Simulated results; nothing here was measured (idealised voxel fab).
The following is a process module called voxel tone inversion.
For reference, the cross-section in this document is cut, with width 250 nm and square cells of 5 nm.
A cross-section is written here as square cells arranged in a grid, and it is given in bands from the top down, each band taking up one or more rows of cells. Basically the band line says how high the top is and how high the bottom is, in nm, and then what's in it from left to right, every material with its width in nm. Empty space shows up as "blank", and if a single material carries "everywhere" it runs the full band edge to edge. A quick word on heights: they are counted from 0, and under that level the wafer as it came to us is one material throughout. The lowest band is different from the rest in having no bottom; it simply continues downward, written as in "0 nm and below". It should be noted that a width expressed as "30->40" varies in equal increments from row to row of cells within the band, taking the value of the first number at the top row and that of the second number at the bottom row. "changes: none" (step): cross-section cells unchanged, all of them. "Sealed void listing" contains a list of empty spaces, each no smaller than 8 cells and without an open way to the top, written in the form width x height at distance with the distance from the left edge and all three in nm. The remark found on a step's line after its settings is issued by the simulator itself and pertains to that step. What "overlay nm" on a step's line means: if the step has a mask, that mask lay this far to the right of its planned place, or, when the value is negative, to the left. Pairs from here to the end. Each: cross-section before one process step, cross-section after it, the latter only as far down as the lowest band that changed. Under each: the step between, and its settings. Mind that the pairs may be taken from different runs of this module on the same starting wafer; whether a pair continues from the pair above depends on its entry headed "Before step", and it does only where that entry says so.

BEFORE STEP
  0 nm and below | Si everywhere
  Sealed void listing: none

POST-STEP GEOMETRY
  5 nm to 0 nm | SiCN everywhere
  Unchanged below 0.
  Sealed void listing: none
Name the step between the before and after sections above: CONFORMAL_DEP | material SiCN | thk nm 5

Before step: it's just the after picture from the pair right above this one.

POST-STEP GEOMETRY
  25 nm to 5 nm | polySi everywhere
  Unchanged below 5.
  Sealed void listing: none
Name the step between the before and after sections above: DIRECTIONAL_DEP | material polySi | thk nm 20

Before step: it's just the after picture from the pair right above this one.

POST-STEP GEOMETRY
  50 nm to 25 nm | blank (85); resist (25); blank (25); resist (25); blank (90)
  Unchanged below 25.
  Sealed void listing: none
Name the step between the before and after sections above: PATTERN | tone cover | mask id POSTS | material resist | width nm 25 | pitch nm 50 | thk nm 25 | overlay nm 0

Before step: it's just the after picture from the pair right above this one.

POST-STEP GEOMETRY
  50 nm to 25 nm | blank (85); resist (25); blank (25); resist (25); blank (90)
  25 nm to 5 nm | blank (85); polySi (25); blank (25); polySi (25); blank (90)
  Unchanged below 5.
  Sealed void listing: none
Name the step between the before and after sections above: DIRECTIONAL_ETCH | etch materials polySi | depth nm 20

Before step: it's just the after picture from the pair right above this one.

POST-STEP GEOMETRY
  25 nm to 5 nm | blank (85); polySi (25); blank (25); polySi (25); blank (90)
  Unchanged below 5.
  Sealed void listing: none
Name the step between the before and after sections above: STRIP | etch materials resist

Before step: it's just the after picture from the pair right above this one.

POST-STEP GEOMETRY
  30 nm to 25 nm | lowk everywhere
  25 nm to 5 nm | lowk (85); polySi (25); lowk (25); polySi (25); lowk (90)
  Unchanged below 5.
  Sealed void listing: none
Name the step between the before and after sections above: FILL_DEP | material lowk | thk nm 5

Before step: it's just the after picture from the pair right above this one.

POST-STEP GEOMETRY
  25 nm to 5 nm | lowk (85); polySi (25); lowk (25); polySi (25); lowk (90)
  Unchanged below 5.
  Sealed void listing: none
Name the step between the before and after sections above: CMP | height nm 25

Before step: it's just the after picture from the pair right above this one.

POST-STEP GEOMETRY
  25 nm to 5 nm | lowk (85); blank (25); lowk (25); blank (25); lowk (90)
  Unchanged below 5.
  Sealed void listing: none
Name the step between the before and after sections above: STRIP | etch materials polySi

Before step: it's just the after picture from the pair right above this one.

POST-STEP GEOMETRY
  30 nm to 25 nm | TiN (90); blank (15); TiN (35); blank (15); TiN (95)
  25 nm to 10 nm | lowk (85); TiN (5); blank (15); TiN (5); lowk (25); TiN (5); blank (15); TiN (5); lowk (90)
  10 nm to 5 nm | lowk (85); TiN (25); lowk (25); TiN (25); lowk (90)
  Unchanged below 5.
  Sealed void listing: none
Name the step between the before and after sections above: CONFORMAL_DEP | material TiN | thk nm 5

Before step: it's just the after picture from the pair right above this one.

POST-STEP GEOMETRY
  35 nm to 30 nm | Ru everywhere
  30 nm to 25 nm | TiN (90); Ru (15); TiN (35); Ru (15); TiN (95)
  25 nm to 10 nm | lowk (85); TiN (5); Ru (15); TiN (5); lowk (25); TiN (5); Ru (15); TiN (5); lowk (90)
  Unchanged below 10.
  Sealed void listing: none
Name the step between the before and after sections above: FILL_DEP | material Ru | thk nm 5

Before step: it's just the after picture from the pair right above this one.

POST-STEP GEOMETRY
  25 nm to 10 nm | lowk (85); TiN (5); Ru (15); TiN (5); lowk (25); TiN (5); Ru (15); TiN (5); lowk (90)
  Unchanged below 10.
  Sealed void listing: none
Name the step between the before and after sections above: CMP | height nm 25

Before step: it's just the after picture from the pair right above this one.

POST-STEP GEOMETRY
  30 nm to 25 nm | SiCN everywhere
  Unchanged below 25.
  Sealed void listing: none
Name the step between the before and after sections above: CONFORMAL_DEP | material SiCN | thk nm 5

BEFORE STEP
  0 nm and below | Si everywhere
  Sealed void listing: none

POST-STEP GEOMETRY
  20 nm to 0 nm | polySi everywhere
  Unchanged below 0.
  Sealed void listing: none
Name the step between the before and after sections above: DIRECTIONAL_DEP | material polySi | thk nm 20

Before step: it's just the after picture from the pair right above this one.

POST-STEP GEOMETRY
  45 nm to 20 nm | blank (85); resist (25); blank (25); resist (25); blank (90)
  Unchanged below 20.
  Sealed void listing: none
Name the step between the before and after sections above: PATTERN | tone cover | mask id POSTS | material resist | width nm 25 | pitch nm 50 | thk nm 25 | overlay nm 0

Before step: it's just the after picture from the pair right above this one.

POST-STEP GEOMETRY
  45 nm to 20 nm | blank (85); resist (25); blank (25); resist (25); blank (90)
  20 nm to 0 nm | blank (85); polySi (25); blank (25); polySi (25); blank (90)
  Unchanged below 0.
  Sealed void listing: none
Name the step between the before and after sections above: DIRECTIONAL_ETCH | etch materials polySi | depth nm 20

Before step: it's just the after picture from the pair right above this one.

POST-STEP GEOMETRY
  20 nm to 0 nm | blank (85); polySi (25); blank (25); polySi (25); blank (90)
  Unchanged below 0.
  Sealed void listing: none
Name the step between the before and after sections above: STRIP | etch materials resist

Before step: it's just the after picture from the pair right above this one.

POST-STEP GEOMETRY
  25 nm to 20 nm | lowk everywhere
  20 nm to 0 nm | lowk (85); polySi (25); lowk (25); polySi (25); lowk (90)
  Unchanged below 0.
  Sealed void listing: none
Name the step between the before and after sections above: FILL_DEP | material lowk | thk nm 5

Before step: it's just the after picture from the pair right above this one.

POST-STEP GEOMETRY
  30 nm to 25 nm | TiN everywhere
  Unchanged below 25.
  Sealed void listing: none
Name the step between the before and after sections above: CONFORMAL_DEP | material TiN | thk nm 5

Before step: it's just the after picture from the pair right above this one.

POST-STEP GEOMETRY
  35 nm to 30 nm | Ru everywhere
  Unchanged below 30.
  Sealed void listing: none
Name the step between the before and after sections above: FILL_DEP | material Ru | thk nm 5

Before step: it's just the after picture from the pair right above this one.

POST-STEP GEOMETRY
  25 nm to 20 nm | lowk everywhere
  Unchanged below 20.
  Sealed void listing: none
Name the step between the before and after sections above: CMP | height nm 25

Before step: it's just the after picture from the pair right above this one.

POST-STEP GEOMETRY
  30 nm to 25 nm | SiCN everywhere
  Unchanged below 25.
  Sealed void listing: none
Name the step between the before and after sections above: CONFORMAL_DEP | material SiCN | thk nm 5

BEFORE STEP
  20 nm to 0 nm | polySi everywhere
  0 nm and below | Si everywhere
  Sealed void listing: none

POST-STEP GEOMETRY
  25 nm to 20 nm | SiCN everywhere
  Unchanged below 20.
  Sealed void listing: none
Name the step between the before and after sections above: CONFORMAL_DEP | material SiCN | thk nm 5

Before step: it's just the after picture from the pair right above this one.

POST-STEP GEOMETRY
  50 nm to 25 nm | blank (85); resist (25); blank (25); resist (25); blank (90)
  Unchanged below 25.
  Sealed void listing: none
Name the step between the before and after sections above: PATTERN | tone cover | mask id POSTS | material resist | width nm 25 | pitch nm 50 | thk nm 25 | overlay nm 0

Before step: it's just the after picture from the pair right above this one.

POST-STEP GEOMETRY
  25 nm to 20 nm | SiCN everywhere
  Unchanged below 20.
  Sealed void listing: none
Name the step between the before and after sections above: STRIP | etch materials resist

Before step: it's just the after picture from the pair right above this one.

POST-STEP GEOMETRY
  30 nm to 25 nm | lowk everywhere
  Unchanged below 25.
  Sealed void listing: none
Name the step between the before and after sections above: FILL_DEP | material lowk | thk nm 5

Before step: it's just the after picture from the pair right above this one.

POST-STEP GEOMETRY
  25 nm to 20 nm | SiCN everywhere
  Unchanged below 20.
  Sealed void listing: none
Name the step between the before and after sections above: CMP | height nm 25

Before step: it's just the after picture from the pair right above this one.

POST-STEP GEOMETRY
  30 nm to 25 nm | TiN everywhere
  Unchanged below 25.
  Sealed void listing: none
Name the step between the before and after sections above: CONFORMAL_DEP | material TiN | thk nm 5

Before step: it's just the after picture from the pair right above this one.

POST-STEP GEOMETRY
  35 nm to 30 nm | Ru everywhere
  Unchanged below 30.
  Sealed void listing: none
Name the step between the before and after sections above: FILL_DEP | material Ru | thk nm 5

Before step: it's just the after picture from the pair right above this one.

POST-STEP GEOMETRY
  25 nm to 20 nm | SiCN everywhere
  Unchanged below 20.
  Sealed void listing: none
Name the step between the before and after sections above: CMP | height nm 25

Before step: it's just the after picture from the pair right above this one.

POST-STEP GEOMETRY
  30 nm to 20 nm | SiCN everywhere
  Unchanged below 20.
  Sealed void listing: none
Name the step between the before and after sections above: CONFORMAL_DEP | material SiCN | thk nm 5

BEFORE STEP
  30 nm to 25 nm | lowk everywhere
  25 nm to 5 nm | lowk (85); polySi (25); lowk (25); polySi (25); lowk (90)
  5 nm to 0 nm | SiCN everywhere
  0 nm and below | Si everywhere
  Sealed void listing: none

POST-STEP GEOMETRY
  15 nm to 5 nm | lowk (85); polySi (25); lowk (25); polySi (25); lowk (90)
  Unchanged below 5.
  Sealed void listing: none
Name the step between the before and after sections above: CMP | height nm 15

Before step: it's just the after picture from the pair right above this one.

POST-STEP GEOMETRY
  15 nm to 5 nm | lowk (85); blank (25); lowk (25); blank (25); lowk (90)
  Unchanged below 5.
  Sealed void listing: none
Name the step between the before and after sections above: STRIP | etch materials polySi

Before step: it's just the after picture from the pair right above this one.

POST-STEP GEOMETRY
  20 nm to 15 nm | TiN (90); blank (15); TiN (35); blank (15); TiN (95)
  15 nm to 10 nm | lowk (85); TiN (5); blank (15); TiN (5); lowk (25); TiN (5); blank (15); TiN (5); lowk (90)
  10 nm to 5 nm | lowk (85); TiN (25); lowk (25); TiN (25); lowk (90)
  Unchanged below 5.
  Sealed void listing: none
Name the step between the before and after sections above: CONFORMAL_DEP | material TiN | thk nm 5

Before step: it's just the after picture from the pair right above this one.

POST-STEP GEOMETRY
  25 nm to 20 nm | Ru everywhere
  20 nm to 15 nm | TiN (90); Ru (15); TiN (35); Ru (15); TiN (95)
  15 nm to 10 nm | lowk (85); TiN (5); Ru (15); TiN (5); lowk (25); TiN (5); Ru (15); TiN (5); lowk (90)
  Unchanged below 10.
  Sealed void listing: none
Name the step between the before and after sections above: FILL_DEP | material Ru | thk nm 5

Before step: it's just the after picture from the pair right above this one.

POST-STEP GEOMETRY
  30 nm to 25 nm | SiCN everywhere
  Unchanged below 25.
  Sealed void listing: none
Name the step between the before and after sections above: CONFORMAL_DEP | material SiCN | thk nm 5

BEFORE STEP
  25 nm to 5 nm | polySi everywhere
  5 nm to 0 nm | SiCN everywhere
  0 nm and below | Si everywhere
  Sealed void listing: none

POST-STEP GEOMETRY
  50 nm to 25 nm | blank (90); resist (20); blank (30); resist (20); blank (90)
  Unchanged below 25.
  Sealed void listing: none
Name the step between the before and after sections above: PATTERN | tone cover | mask id POSTS | material resist | width nm 20 | pitch nm 50 | thk nm 25 | overlay nm 0

Before step: it's just the after picture from the pair right above this one.

POST-STEP GEOMETRY
  50 nm to 25 nm | blank (90); resist (20); blank (30); resist (20); blank (90)
  25 nm to 5 nm | blank (90); polySi (20); blank (30); polySi (20); blank (90)
  Unchanged below 5.
  Sealed void listing: none
Name the step between the before and after sections above: DIRECTIONAL_ETCH | etch materials polySi | depth nm 20

Before step: it's just the after picture from the pair right above this one.

POST-STEP GEOMETRY
  25 nm to 5 nm | blank (90); polySi (20); blank (30); polySi (20); blank (90)
  Unchanged below 5.
  Sealed void listing: none
Name the step between the before and after sections above: STRIP | etch materials resist

Before step: it's just the after picture from the pair right above this one.

POST-STEP GEOMETRY
  30 nm to 25 nm | lowk everywhere
  25 nm to 5 nm | lowk (90); polySi (20); lowk (30); polySi (20); lowk (90)
  Unchanged below 5.
  Sealed void listing: none
Name the step between the before and after sections above: FILL_DEP | material lowk | thk nm 5

Before step: it's just the after picture from the pair right above this one.

POST-STEP GEOMETRY
  25 nm to 5 nm | lowk (90); polySi (20); lowk (30); polySi (20); lowk (90)
  Unchanged below 5.
  Sealed void listing: none
Name the step between the before and after sections above: CMP | height nm 25

Before step: it's just the after picture from the pair right above this one.

POST-STEP GEOMETRY
  25 nm to 5 nm | lowk (90); blank (20); lowk (30); blank (20); lowk (90)
  Unchanged below 5.
  Sealed void listing: none
Name the step between the before and after sections above: STRIP | etch materials polySi

Before step: it's just the after picture from the pair right above this one.

POST-STEP GEOMETRY
  30 nm to 25 nm | TiN (95); blank (10); TiN (40); blank (10); TiN (95)
  25 nm to 10 nm | lowk (90); TiN (5); blank (10); TiN (5); lowk (30); TiN (5); blank (10); TiN (5); lowk (90)
  10 nm to 5 nm | lowk (90); TiN (20); lowk (30); TiN (20); lowk (90)
  Unchanged below 5.
  Sealed void listing: none
Name the step between the before and after sections above: CONFORMAL_DEP | material TiN | thk nm 5

Before step: it's just the after picture from the pair right above this one.

POST-STEP GEOMETRY
  35 nm to 30 nm | Ru everywhere
  30 nm to 25 nm | TiN (95); Ru (10); TiN (40); Ru (10); TiN (95)
  25 nm to 10 nm | lowk (90); TiN (5); Ru (10); TiN (5); lowk (30); TiN (5); Ru (10); TiN (5); lowk (90)
  Unchanged below 10.
  Sealed void listing: none
Name the step between the before and after sections above: FILL_DEP | material Ru | thk nm 5

Before step: it's just the after picture from the pair right above this one.

POST-STEP GEOMETRY
  25 nm to 10 nm | lowk (90); TiN (5); Ru (10); TiN (5); lowk (30); TiN (5); Ru (10); TiN (5); lowk (90)
  Unchanged below 10.
  Sealed void listing: none
Name the step between the before and after sections above: CMP | height nm 25

Before step: it's just the after picture from the pair right above this one.

POST-STEP GEOMETRY
  30 nm to 25 nm | SiCN everywhere
  Unchanged below 25.
  Sealed void listing: none
Name the step between the before and after sections above: CONFORMAL_DEP | material SiCN | thk nm 5

BEFORE STEP
  25 nm to 5 nm | polySi everywhere
  5 nm to 0 nm | SiCN everywhere
  0 nm and below | Si everywhere
  Sealed void listing: none

POST-STEP GEOMETRY
  50 nm to 25 nm | blank (80); resist (25); blank (25); resist (25); blank (95)
  Unchanged below 25.
  Sealed void listing: none
Name the step between the before and after sections above: PATTERN | tone cover | mask id POSTS | material resist | width nm 25 | pitch nm 50 | thk nm 25 | overlay nm -5

Before step: it's just the after picture from the pair right above this one.

POST-STEP GEOMETRY
  50 nm to 25 nm | blank (80); resist (25); blank (25); resist (25); blank (95)
  25 nm to 5 nm | blank (80); polySi (25); blank (25); polySi (25); blank (95)
  Unchanged below 5.
  Sealed void listing: none
Name the step between the before and after sections above: DIRECTIONAL_ETCH | etch materials polySi | depth nm 20

Before step: it's just the after picture from the pair right above this one.

POST-STEP GEOMETRY
  25 nm to 5 nm | blank (80); polySi (25); blank (25); polySi (25); blank (95)
  Unchanged below 5.
  Sealed void listing: none
Name the step between the before and after sections above: STRIP | etch materials resist

Before step: it's just the after picture from the pair right above this one.

POST-STEP GEOMETRY
  30 nm to 25 nm | lowk everywhere
  25 nm to 5 nm | lowk (80); polySi (25); lowk (25); polySi (25); lowk (95)
  Unchanged below 5.
  Sealed void listing: none
Name the step between the before and after sections above: FILL_DEP | material lowk | thk nm 5

Before step: it's just the after picture from the pair right above this one.

POST-STEP GEOMETRY
  25 nm to 5 nm | lowk (80); polySi (25); lowk (25); polySi (25); lowk (95)
  Unchanged below 5.
  Sealed void listing: none
Name the step between the before and after sections above: CMP | height nm 25

Before step: it's just the after picture from the pair right above this one.

POST-STEP GEOMETRY
  25 nm to 5 nm | lowk (80); blank (25); lowk (25); blank (25); lowk (95)
  Unchanged below 5.
  Sealed void listing: none
Name the step between the before and after sections above: STRIP | etch materials polySi

Before step: it's just the after picture from the pair right above this one.

POST-STEP GEOMETRY
  30 nm to 25 nm | TiN (85); blank (15); TiN (35); blank (15); TiN (100)
  25 nm to 10 nm | lowk (80); TiN (5); blank (15); TiN (5); lowk (25); TiN (5); blank (15); TiN (5); lowk (95)
  10 nm to 5 nm | lowk (80); TiN (25); lowk (25); TiN (25); lowk (95)
  Unchanged below 5.
  Sealed void listing: none
Name the step between the before and after sections above: CONFORMAL_DEP | material TiN | thk nm 5

Before step: it's just the after picture from the pair right above this one.

POST-STEP GEOMETRY
  35 nm to 30 nm | Ru everywhere
  30 nm to 25 nm | TiN (85); Ru (15); TiN (35); Ru (15); TiN (100)
  25 nm to 10 nm | lowk (80); TiN (5); Ru (15); TiN (5); lowk (25); TiN (5); Ru (15); TiN (5); lowk (95)
  Unchanged below 10.
  Sealed void listing: none
Name the step between the before and after sections above: FILL_DEP | material Ru | thk nm 5

Before step: it's just the after picture from the pair right above this one.

POST-STEP GEOMETRY
  25 nm to 10 nm | lowk (80); TiN (5); Ru (15); TiN (5); lowk (25); TiN (5); Ru (15); TiN (5); lowk (95)
  Unchanged below 10.
  Sealed void listing: none
Name the step between the before and after sections above: CMP | height nm 25

Before step: it's just the after picture from the pair right above this one.

POST-STEP GEOMETRY
  30 nm to 25 nm | SiCN everywhere
  Unchanged below 25.
  Sealed void listing: none
Name the step between the before and after sections above: CONFORMAL_DEP | material SiCN | thk nm 5

BEFORE STEP
  5 nm to 0 nm | SiCN everywhere
  0 nm and below | Si everywhere
  Sealed void listing: none

POST-STEP GEOMETRY
  25 nm to 5 nm | lowk everywhere
  Unchanged below 5.
  Sealed void listing: none
Name the step between the before and after sections above: DIRECTIONAL_DEP | material lowk | thk nm 20

Before step: it's just the after picture from the pair right above this one.

POST-STEP GEOMETRY
  50 nm to 25 nm | blank (85); resist (25); blank (25); resist (25); blank (90)
  Unchanged below 25.
  Sealed void listing: none
Name the step between the before and after sections above: PATTERN | tone cover | mask id POSTS | material resist | width nm 25 | pitch nm 50 | thk nm 25 | overlay nm 0

Before step: it's just the after picture from the pair right above this one.

POST-STEP GEOMETRY
  25 nm to 5 nm | lowk everywhere
  Unchanged below 5.
  Sealed void listing: none
Name the step between the before and after sections above: STRIP | etch materials resist

Before step: it's just the after picture from the pair right above this one.

POST-STEP GEOMETRY
  30 nm to 5 nm | lowk everywhere
  Unchanged below 5.
  Sealed void listing: none
Name the step between the before and after sections above: FILL_DEP | material lowk | thk nm 5

Before step: it's just the after picture from the pair right above this one.

POST-STEP GEOMETRY
  25 nm to 5 nm | lowk everywhere
  Unchanged below 5.
  Sealed void listing: none
Name the step between the before and after sections above: CMP | height nm 25

Before step: it's just the after picture from the pair right above this one.

POST-STEP GEOMETRY
  30 nm to 25 nm | TiN everywhere
  Unchanged below 25.
  Sealed void listing: none
Name the step between the before and after sections above: CONFORMAL_DEP | material TiN | thk nm 5

Before step: it's just the after picture from the pair right above this one.

POST-STEP GEOMETRY
  35 nm to 30 nm | Ru everywhere
  Unchanged below 30.
  Sealed void listing: none
Name the step between the before and after sections above: FILL_DEP | material Ru | thk nm 5

Before step: it's just the after picture from the pair right above this one.

POST-STEP GEOMETRY
  25 nm to 5 nm | lowk everywhere
  Unchanged below 5.
  Sealed void listing: none
Name the step between the before and after sections above: CMP | height nm 25

Before step: it's just the after picture from the pair right above this one.

POST-STEP GEOMETRY
  30 nm to 25 nm | SiCN everywhere
  Unchanged below 25.
  Sealed void listing: none
Name the step between the before and after sections above: CONFORMAL_DEP | material SiCN | thk nm 5

BEFORE STEP
  25 nm to 5 nm | polySi everywhere
  5 nm to 0 nm | SiCN everywhere
  0 nm and below | Si everywhere
  Sealed void listing: none

POST-STEP GEOMETRY
  50 nm to 25 nm | resist (85); blank (25); resist (25); blank (25); resist (90)
  Unchanged below 25.
  Sealed void listing: none
Name the step between the before and after sections above: PATTERN | tone open | mask id POSTS | material resist | width nm 25 | pitch nm 50 | thk nm 25 | overlay nm 0

Before step: it's just the after picture from the pair right above this one.

POST-STEP GEOMETRY
  50 nm to 25 nm | resist (85); blank (25); resist (25); blank (25); resist (90)
  25 nm to 5 nm | polySi (85); blank (25); polySi (25); blank (25); polySi (90)
  Unchanged below 5.
  Sealed void listing: none
Name the step between the before and after sections above: DIRECTIONAL_ETCH | etch materials polySi | depth nm 20

Before step: it's just the after picture from the pair right above this one.

POST-STEP GEOMETRY
  25 nm to 5 nm | polySi (85); blank (25); polySi (25); blank (25); polySi (90)
  Unchanged below 5.
  Sealed void listing: none
Name the step between the before and after sections above: STRIP | etch materials resist

Before step: it's just the after picture from the pair right above this one.

POST-STEP GEOMETRY
  30 nm to 25 nm | lowk everywhere
  25 nm to 5 nm | polySi (85); lowk (25); polySi (25); lowk (25); polySi (90)
  Unchanged below 5.
  Sealed void listing: none
Name the step between the before and after sections above: FILL_DEP | material lowk | thk nm 5

Before step: it's just the after picture from the pair right above this one.

POST-STEP GEOMETRY
  25 nm to 5 nm | polySi (85); lowk (25); polySi (25); lowk (25); polySi (90)
  Unchanged below 5.
  Sealed void listing: none
Name the step between the before and after sections above: CMP | height nm 25

Before step: it's just the after picture from the pair right above this one.

POST-STEP GEOMETRY
  25 nm to 5 nm | blank (85); lowk (25); blank (25); lowk (25); blank (90)
  Unchanged below 5.
  Sealed void listing: none
Name the step between the before and after sections above: STRIP | etch materials polySi

Before step: it's just the after picture from the pair right above this one.

POST-STEP GEOMETRY
  30 nm to 25 nm | blank (80); TiN (35); blank (15); TiN (35); blank (85)
  25 nm to 10 nm | blank (80); TiN (5); lowk (25); TiN (5); blank (15); TiN (5); lowk (25); TiN (5); blank (85)
  10 nm to 5 nm | TiN (85); lowk (25); TiN (25); lowk (25); TiN (90)
  Unchanged below 5.
  Sealed void listing: none
Name the step between the before and after sections above: CONFORMAL_DEP | material TiN | thk nm 5

Before step: it's just the after picture from the pair right above this one.

POST-STEP GEOMETRY
  35 nm to 30 nm | Ru everywhere
  30 nm to 25 nm | Ru (80); TiN (35); Ru (15); TiN (35); Ru (85)
  25 nm to 10 nm | Ru (80); TiN (5); lowk (25); TiN (5); Ru (15); TiN (5); lowk (25); TiN (5); Ru (85)
  Unchanged below 10.
  Sealed void listing: none
Name the step between the before and after sections above: FILL_DEP | material Ru | thk nm 5

Before step: it's just the after picture from the pair right above this one.

POST-STEP GEOMETRY
  25 nm to 10 nm | Ru (80); TiN (5); lowk (25); TiN (5); Ru (15); TiN (5); lowk (25); TiN (5); Ru (85)
  Unchanged below 10.
  Sealed void listing: none
Name the step between the before and after sections above: CMP | height nm 25

Before step: it's just the after picture from the pair right above this one.

POST-STEP GEOMETRY
  30 nm to 25 nm | SiCN everywhere
  Unchanged below 25.
  Sealed void listing: none
Name the step between the before and after sections above: CONFORMAL_DEP | material SiCN | thk nm 5
